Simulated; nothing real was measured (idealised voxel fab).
voxel gate over fins: a process module
The width of the displayed cross-section, cut, is 170 nm; its cells are square, with a size of 5 nm.
Cross-section, as written here: a square-cell grid given band by band from the top down, where a band holds one or more rows of cells.
The entry gives the band's vertical extent as a top height and a bottom height in nm, then its horizontal make-up as materials from left to right, each with a width in nm. "air" stands for empty space; a single material marked "throughout" fills the band edge to edge.
Height datum 0, below which the as-received substrate wafer is one material. Lowest band open at the bottom, running downward: "top 0, no bottom".
The expression "30..40" gives the width at the extremes of the band, the first number at its top row of cells and the second at its bottom row, with the width changing by equal amounts from each row to the next in between.
Step marked "no modification"? Then no cell in the cross-section changed in it.
The entry titled "Enclosed internal cavities" provides the empty spaces that have no open way to the top, restricted to those of 8 cells or more. Each is presented as width x height at distance, the distance being measured from the left edge, with all three in nm.
Step line, after settings: the simulator's comment on this step.
Among the settings permitted on a step's line is "overlay nm"; applied to a step with a mask, it specifies the extent to which the mask lay to the right of its planned position, whereas a negative figure signifies a position to the left.
### The planned process steps are enumerated hereunder
step 1: RECEIVE, material Si
step 2: CONFORMAL_DEP, material SiN, thk nm 5
step 3: PATTERN, tone cover, mask id FINS, material resist, width nm 15, pitch nm 60, thk nm 20, overlay nm 0
step 4: DIRECTIONAL_ETCH, etch materials SiN, depth nm 5
step 5: DIRECTIONAL_ETCH, etch materials Si, depth nm 40
step 6: STRIP, etch materials resist
step 7: OXIDIZE, depth nm 5
step 8: FILL_DEP, material SiO2, thk nm 15
step 9: CMP, height nm 5
step 10: DIRECTIONAL_DEP, material aC, thk nm 10
step 11: PATTERN, tone open, mask id RAIL, material resist, width nm 15, thk nm 25, overlay nm 0
step 12: DIRECTIONAL_ETCH, etch materials aC, depth nm 10
step 13: STRIP, etch materials resist
step 14: DIRECTIONAL_ETCH, etch materials SiO2, depth nm 40
step 15: STRIP, etch materials aC
step 16: CONFORMAL_DEP, material TiN, thk nm 5
step 17: FILL_DEP, material W, thk nm 10
step 18: CMP, height nm 5
step 19: SELECTIVE_ETCH, etch materials W Ru TiN, depth nm 20
step 20: FILL_DEP, material SiO2, thk nm 5
step 21: CMP, height nm 5
step 22: SELECTIVE_ETCH, etch materials SiO2, depth nm 15
step 23: STRIP, etch materials SiN
step 24: CONFORMAL_DEP, material HfO2, thk nm 5
step 25: CONFORMAL_DEP, material TiN, thk nm 5
step 26: FILL_DEP, material W, thk nm 15
step 27: CMP, height nm 20
step 28: CONFORMAL_DEP, material SiN, thk nm 10
### As-received state of the wafer in cross-section, equivalent to post-step 1
top 0, no bottom = Si throughout
Enclosed internal cavities: none
### Looking at the first of two wafers in cross-section at end of module - ran to plan
top 30, bottom 20 = SiN throughout
top 20, bottom 10 = W throughout
top 10, bottom 5 = W 10 nm | TiN 25 nm | W 35 nm | TiN 25 nm | W 35 nm | TiN 25 nm | W 15 nm
top 5, bottom 0 = W 10 nm | TiN 5 nm | HfO2 15 nm | TiN 5 nm | W 35 nm | TiN 5 nm | HfO2 15 nm | TiN 5 nm | W 35 nm | TiN 5 nm | HfO2 15 nm | TiN 5 nm | W 15 nm
top 0, bottom -5 = TiN 15 nm | HfO2 5 nm | Si 5 nm | HfO2 5 nm | TiN 45 nm | HfO2 5 nm | Si 5 nm | HfO2 5 nm | TiN 45 nm | HfO2 5 nm | Si 5 nm | HfO2 5 nm | TiN 20 nm
top -5, bottom -10 = HfO2 20 nm | Si 5 nm | HfO2 55 nm | Si 5 nm | HfO2 55 nm | Si 5 nm | HfO2 25 nm
top -10, bottom -15 = SiO2 20 nm | Si 5 nm | SiO2 55 nm | Si 5 nm | SiO2 55 nm | Si 5 nm | SiO2 25 nm
top -15, bottom -30 = SiO2 20 nm | Si 5 nm | SiO2 20 nm | TiN 5 nm | W 5 nm | TiN 5 nm | SiO2 20 nm | Si 5 nm | SiO2 55 nm | Si 5 nm | SiO2 25 nm
top -30, bottom -35 = SiO2 20 nm | Si 5 nm | SiO2 20 nm | TiN 15 nm | SiO2 20 nm | Si 5 nm | SiO2 55 nm | Si 5 nm | SiO2 25 nm
top -35, bottom -45 = SiO2 20 nm | Si 5 nm | SiO2 55 nm | Si 5 nm | SiO2 55 nm | Si 5 nm | SiO2 25 nm
top -45, no bottom = Si throughout
Enclosed internal cavities: none
### Cross-sectional view of the second of two wafers upon completion of the module. This wafer shared its starting condition and process plan with the first; one error was made during its execution
top 30, bottom 20 = SiN throughout
top 20, bottom 10 = W throughout
top 10, bottom 5 = W 10 nm | TiN 25 nm | W 35 nm | TiN 25 nm | W 35 nm | TiN 25 nm | W 15 nm
top 5, bottom 0 = W 10 nm | TiN 5 nm | HfO2 15 nm | TiN 5 nm | W 35 nm | TiN 5 nm | HfO2 15 nm | TiN 5 nm | W 35 nm | TiN 5 nm | HfO2 15 nm | TiN 5 nm | W 15 nm
top 0, bottom -5 = TiN 15 nm | HfO2 5 nm | Si 5 nm | HfO2 5 nm | TiN 45 nm | HfO2 5 nm | Si 5 nm | HfO2 5 nm | TiN 45 nm | HfO2 5 nm | Si 5 nm | HfO2 5 nm | TiN 20 nm
top -5, bottom -10 = HfO2 20 nm | Si 5 nm | HfO2 55 nm | Si 5 nm | HfO2 55 nm | Si 5 nm | HfO2 25 nm
top -10, bottom -15 = SiO2 20 nm | Si 5 nm | SiO2 55 nm | Si 5 nm | SiO2 55 nm | Si 5 nm | SiO2 25 nm
top -15, bottom -30 = W 10 nm | TiN 5 nm | SiO2 5 nm | Si 5 nm | SiO2 5 nm | TiN 5 nm | W 5 nm | TiN 5 nm | SiO2 15 nm | TiN 5 nm | W 5 nm | TiN 5 nm | SiO2 5 nm | Si 5 nm | SiO2 5 nm | TiN 5 nm | W 35 nm | TiN 5 nm | SiO2 5 nm | Si 5 nm | SiO2 5 nm | TiN 5 nm | W 15 nm
top -30, bottom -35 = TiN 15 nm | SiO2 5 nm | Si 5 nm | SiO2 5 nm | TiN 15 nm | SiO2 15 nm | TiN 15 nm | SiO2 5 nm | Si 5 nm | SiO2 5 nm | TiN 45 nm | SiO2 5 nm | Si 5 nm | SiO2 5 nm | TiN 20 nm
top -35, bottom -45 = SiO2 20 nm | Si 5 nm | SiO2 55 nm | Si 5 nm | SiO2 55 nm | Si 5 nm | SiO2 25 nm
top -45, no bottom = Si throughout
Enclosed internal cavities: none
In executing the process, a mistake was made relative to the plan: in deviation from the planned setting, step 11 was conducted as PATTERN, tone cover, mask id RAIL, material resist, width nm 15, thk nm 25, overlay nm 0
Final difference in cells, second wafer against first, listed per material as more or fewer: SiO2: 76 fewer | TiN: 37 more | W: 39 more
